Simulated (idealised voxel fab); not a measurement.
The document below concerns the process module designated voxel capacitor over wiring.
Square cell edge 5 nm, section width 150 nm, ID cut.
A cross-section in this document is a grid of square cells, and it is written down as bands, the top band listed before the ones below it; a band is made up of one or more rows of cells. The entry gives the band's vertical extent as a top height and a bottom height in nm, then its horizontal make-up as materials from left to right, each with a width in nm. "blank" stands for empty space; a single material marked "edge to edge" fills the band edge to edge. Height datum 0, below which the as-received substrate wafer is one material. Lowest band open at the bottom, running downward: "from 0 down". Per-row width for "30->40": begins at first number (top row of band), ends at second number (bottom row), increment between rows held constant. It should be understood that the words "left unchanged", when stated for a given step, signify that the cross-section underwent no change in any of its cells during that step. Heads up: "Trapped voids" only lists the empty pockets with no open path to the top that are 8 cells or more, and it writes them as width x height at distance, distance from the left edge, in nm. Anything after a step's settings on that line? It's the simulator's own note about the step. If you see "overlay nm" on a step's line and that step has a mask, it's telling you how far right of where it was planned the mask ended up; a negative number means it went left instead.

Process steps foreseen in the plan:
- 1: RECEIVE | material Si
- 2: CONFORMAL_DEP | material SiO2 | thk nm 10
- 3: DIRECTIONAL_DEP | material TiN | thk nm 5
- 4: DIRECTIONAL_DEP | material W | thk nm 15
- 5: MASKED_ETCH | tone cover | mask id METAL_1 | width nm 30 | pitch nm 90 | etch materials W | depth nm 15 | overlay nm 0
- 6: MASKED_ETCH | tone cover | mask id METAL_1 | width nm 30 | pitch nm 90 | etch materials TiN | depth nm 5 | overlay nm 0
- 7: CONFORMAL_DEP | material SiCN | thk nm 5
- 8: FILL_DEP | material lowk | thk nm 5
- 9: CMP | height nm 30
- 10: CONFORMAL_DEP | material SiCN | thk nm 5
- 11: DIRECTIONAL_DEP | material lowk | thk nm 15
- 12: MASKED_ETCH | tone open | mask id PLUG_1 | width nm 15 | etch materials lowk | depth nm 15 | overlay nm 0
- 13: MASKED_ETCH | tone open | mask id PLUG_1 | width nm 15 | etch materials SiCN | depth nm 5 | overlay nm 0
- 14: EPI | material Ru | thk nm 10
- 15: EPI | material Ru | thk nm 10
- 16: DIRECTIONAL_DEP | material TiN | thk nm 10
- 17: DIRECTIONAL_DEP | material SiN | thk nm 5
- 18: DIRECTIONAL_DEP | material TiN | thk nm 10
- 19: DIRECTIONAL_DEP | material aC | thk nm 15
- 20: PATTERN | tone cover | mask id UPPER_PLATE | material resist | width nm 65 | thk nm 35 | overlay nm 0
- 21: DIRECTIONAL_ETCH | etch materials aC | depth nm 15
- 22: STRIP | etch materials resist
- 23: DIRECTIONAL_ETCH | etch materials TiN | depth nm 10
- 24: DIRECTIONAL_ETCH | etch materials SiN | depth nm 5
- 25: STRIP | etch materials aC
- 26: DIRECTIONAL_DEP | material aC | thk nm 15
- 27: PATTERN | tone cover | mask id LOWER_PLATE | material resist | width nm 75 | thk nm 35 | overlay nm 0
- 28: DIRECTIONAL_ETCH | etch materials aC | depth nm 15
- 29: STRIP | etch materials resist
- 30: DIRECTIONAL_ETCH | etch materials TiN | depth nm 10
- 31: STRIP | etch materials aC
- 32: FILL_DEP | material SiO2 | thk nm 15
- 33: CMP | height nm 85
- 34: PATTERN | tone open | mask id PLUG_2 | material resist | width nm 15 | thk nm 20 | overlay nm 0
- 35: DIRECTIONAL_ETCH | etch materials SiO2 | depth nm 10
- 36: STRIP | etch materials resist
- 37: CONFORMAL_DEP | material TiN | thk nm 5
- 38: FILL_DEP | material Cu | thk nm 10
- 39: CMP | height nm 85
- 40: CONFORMAL_DEP | material SiCN | thk nm 5
Wafer-to-wafer difference: thk nm, step 3. Common start. Plan = first wafer's value.

After step 1, as received: first of several wafers, cross-section:
from 0 down = Si edge to edge
Trapped voids: none

The figure below presents a cross-section of the first of several wafers at the conclusion of the module, following its last step, step 40:
from 90 to 85 = SiCN edge to edge
from 85 to 80 = SiO2: 40  TiN: 5  Cu: 5  TiN: 5  SiO2: 95
from 80 to 75 = SiO2: 40  TiN: 15  SiO2: 95
from 75 to 65 = SiO2: 30  TiN: 65  SiO2: 55
from 65 to 60 = SiO2: 30  SiN: 65  SiO2: 55
from 60 to 50 = SiO2: 25  TiN: 75  SiO2: 50
from 50 to 35 = lowk: 30  Ru: 15  lowk: 105
from 35 to 30 = SiCN: 30  Ru: 15  SiCN: 105
from 30 to 15 = lowk: 10  SiCN: 5  W: 30  SiCN: 5  lowk: 50  SiCN: 5  W: 30  SiCN: 5  lowk: 10
from 15 to 10 = SiCN: 15  TiN: 30  SiCN: 60  TiN: 30  SiCN: 15
from 10 to 0 = SiO2 edge to edge
from 0 down = Si edge to edge
Trapped voids: none

Sectional view of the last wafer upon completion of the module:
from 90 to 85 = SiCN edge to edge
from 85 to 80 = SiO2: 40  TiN: 5  Cu: 5  TiN: 5  SiO2: 95
from 80 to 75 = SiO2: 40  TiN: 15  SiO2: 95
from 75 to 65 = SiO2: 30  TiN: 65  SiO2: 55
from 65 to 60 = SiO2: 30  SiN: 65  SiO2: 55
from 60 to 50 = SiO2: 25  TiN: 75  SiO2: 50
from 50 to 35 = lowk: 30  Ru: 15  lowk: 105
from 35 to 30 = SiCN: 30  Ru: 15  SiCN: 105
from 30 to 25 = SiCN: 15  TiN: 30  SiCN: 60  TiN: 30  SiCN: 15
from 25 to 10 = TiN edge to edge
from 10 to 0 = SiO2 edge to edge
from 0 down = Si edge to edge
Trapped voids: none

Take any row and you have a wafer at the end of the module: how many cells of each material it has gained (+) or lost (-) since it was received, and then its closed voids:
thk nm 5, +1 Cu, +12 Ru, +87 SiCN, +13 SiN, +195 SiO2, +73 TiN, +36 W, +123 lowk, Trapped voids: none
thk nm 10, +1 Cu, +12 Ru, +83 SiCN, +13 SiN, +195 SiO2, +103 TiN, +24 W, +109 lowk, Trapped voids: none
thk nm 15, +1 Cu, +12 Ru, +79 SiCN, +13 SiN, +195 SiO2, +133 TiN, +12 W, +95 lowk, Trapped voids: none
thk nm 20, +1 Cu, +12 Ru, +75 SiCN, +13 SiN, +195 SiO2, +163 TiN, +81 lowk, Trapped voids: none
